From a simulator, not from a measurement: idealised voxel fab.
Process module in this document: voxel fin reveal
For reference, the cross-section in this document is cut, with width 290 nm and square cells of 5 nm.
This document writes a cross-section as a grid whose cells are square, and gives it as bands, listed from the top down; one or more rows of cells form a band. Read a band's entry like this: the first values are the height of its top and the height of its bottom in nm, and what follows is the sequence of materials from left to right, each with its width in nm. Note that "empty" is empty space, and that a single material marked "full width" reaches across the band from edge to edge. Zero point of the height axis is 0; under it, received wafer = one material. Lowest band: continues down indefinitely, "0 down". Per-row width for "30->40": begins at first number (top row of band), ends at second number (bottom row), increment between rows held constant. Given "no modifications" for a step, no cell of the cross-section differs between before and after that step. Enclosed voids (no open way to top), threshold 8 cells or more, entry "Non-vented voids", notation width x height at distance, distance from left edge, nm. That trailing text on a step's line, after the settings, is the simulator's own remark on the step. "overlay nm" denotes, for a step that has a mask, the displacement of the mask to the right of its planned place, with negative values corresponding to the left.
Planned process steps:
1: RECEIVE | material Si
2: CONFORMAL_DEP | material SiN | thk nm 10
3: DIRECTIONAL_DEP | material aC | thk nm 15
4: PATTERN | tone cover | mask id FINS | material resist | width nm 15 | pitch nm 35 | thk nm 30 | overlay nm 0
5: DIRECTIONAL_ETCH | etch materials aC | depth nm 15
6: STRIP | etch materials resist
7: DIRECTIONAL_ETCH | etch materials SiN | depth nm 10
8: DIRECTIONAL_ETCH | etch materials Si | depth nm 35
9: STRIP | etch materials aC
10: OXIDIZE | depth nm 5
11: FILL_DEP | material SiO2 | thk nm 5
12: CMP | height nm 10
13: SELECTIVE_ETCH | etch materials SiO2 | depth nm 35
14: STRIP | etch materials SiN
15: CONFORMAL_DEP | material SiO2 | thk nm 5
Wafer, first of two, run as planned:
Cross-section of the wafer as it came to us, i.e., already through step 1:
  0 down: Si full width
  Non-vented voids: none
After step 2, in cross-section:
  10 to 0: SiN full width
  Rest of section, below 0: as before.
After step 3, in cross-section:
  25 to 10: aC full width
  Rest of section, below 10: as before.
After step 4, in cross-section:
  55 to 25: 85 empty  15 resist  20 empty  15 resist  20 empty  15 resist  20 empty  15 resist  85 empty
  Rest of section, below 25: as before.
After step 5, in cross-section:
  40 to 25: 85 empty  15 resist  20 empty  15 resist  20 empty  15 resist  20 empty  15 resist  85 empty
  25 to 10: 85 empty  15 aC  20 empty  15 aC  20 empty  15 aC  20 empty  15 aC  85 empty
  Rest of section, below 10: as before.
After step 6, in cross-section:
  25 to 10: 85 empty  15 aC  20 empty  15 aC  20 empty  15 aC  20 empty  15 aC  85 empty
  Rest of section, below 10: as before.
After step 7, in cross-section:
  25 to 10: 85 empty  15 aC  20 empty  15 aC  20 empty  15 aC  20 empty  15 aC  85 empty
  10 to 0: 85 empty  15 SiN  20 empty  15 SiN  20 empty  15 SiN  20 empty  15 SiN  85 empty
  Rest of section, below 0: as before.
After step 8, in cross-section:
  25 to 10: 85 empty  15 aC  20 empty  15 aC  20 empty  15 aC  20 empty  15 aC  85 empty
  10 to 0: 85 empty  15 SiN  20 empty  15 SiN  20 empty  15 SiN  20 empty  15 SiN  85 empty
  0 to -35: 85 empty  15 Si  20 empty  15 Si  20 empty  15 Si  20 empty  15 Si  85 empty
  Rest of section, below -35: as before.
After step 9, in cross-section:
  10 to 0: 85 empty  15 SiN  20 empty  15 SiN  20 empty  15 SiN  20 empty  15 SiN  85 empty
  Rest of section, below 0: as before.
After step 10, in cross-section:
  10 to 0: 85 empty  15 SiN  20 empty  15 SiN  20 empty  15 SiN  20 empty  15 SiN  85 empty
  0 to -35: 85 empty  5 SiO2  5 Si  5 SiO2  20 empty  5 SiO2  5 Si  5 SiO2  20 empty  5 SiO2  5 Si  5 SiO2  20 empty  5 SiO2  5 Si  5 SiO2  85 empty
  -35 to -40: 90 SiO2  5 Si  30 SiO2  5 Si  30 SiO2  5 Si  30 SiO2  5 Si  90 SiO2
  Rest of section, below -40: as before.
After step 11, in cross-section:
  15 to 10: SiO2 full width
  10 to 0: 85 SiO2  15 SiN  20 SiO2  15 SiN  20 SiO2  15 SiN  20 SiO2  15 SiN  85 SiO2
  0 to -40: 90 SiO2  5 Si  30 SiO2  5 Si  30 SiO2  5 Si  30 SiO2  5 Si  90 SiO2
  Rest of section, below -40: as before.
After step 12, in cross-section:
  10 to 0: 85 SiO2  15 SiN  20 SiO2  15 SiN  20 SiO2  15 SiN  20 SiO2  15 SiN  85 SiO2
  Rest of section, below 0: as before.
After step 13, in cross-section:
  10 to 0: 85 empty  15 SiN  20 empty  15 SiN  20 empty  15 SiN  20 empty  15 SiN  85 empty
  0 to -25: 90 empty  5 Si  30 empty  5 Si  30 empty  5 Si  30 empty  5 Si  90 empty
  Rest of section, below -25: as before.
After step 14, in cross-section:
  0 to -25: 90 empty  5 Si  30 empty  5 Si  30 empty  5 Si  30 empty  5 Si  90 empty
  Rest of section, below -25: as before.
After step 15, in cross-section:
  5 to 0: 85 empty  15 SiO2  20 empty  15 SiO2  20 empty  15 SiO2  20 empty  15 SiO2  85 empty
  0 to -20: 85 empty  5 SiO2  5 Si  5 SiO2  20 empty  5 SiO2  5 Si  5 SiO2  20 empty  5 SiO2  5 Si  5 SiO2  20 empty  5 SiO2  5 Si  5 SiO2  85 empty
  -20 to -40: 90 SiO2  5 Si  30 SiO2  5 Si  30 SiO2  5 Si  30 SiO2  5 Si  90 SiO2
  Rest of section, below -40: as before.
Now the other wafer: same start, same recipe, but we messed up one thing when running it. Up to and including step 14 it's the same as the first one:
Here is the second wafer in cross-section at the point where step 15 of the plan should have been done: no modifications
Error vs. plan: step 15 of the plan did not run at all; it was left out
Final difference in cells, second wafer against first, listed per material as more or fewer: 98 fewer of SiO2
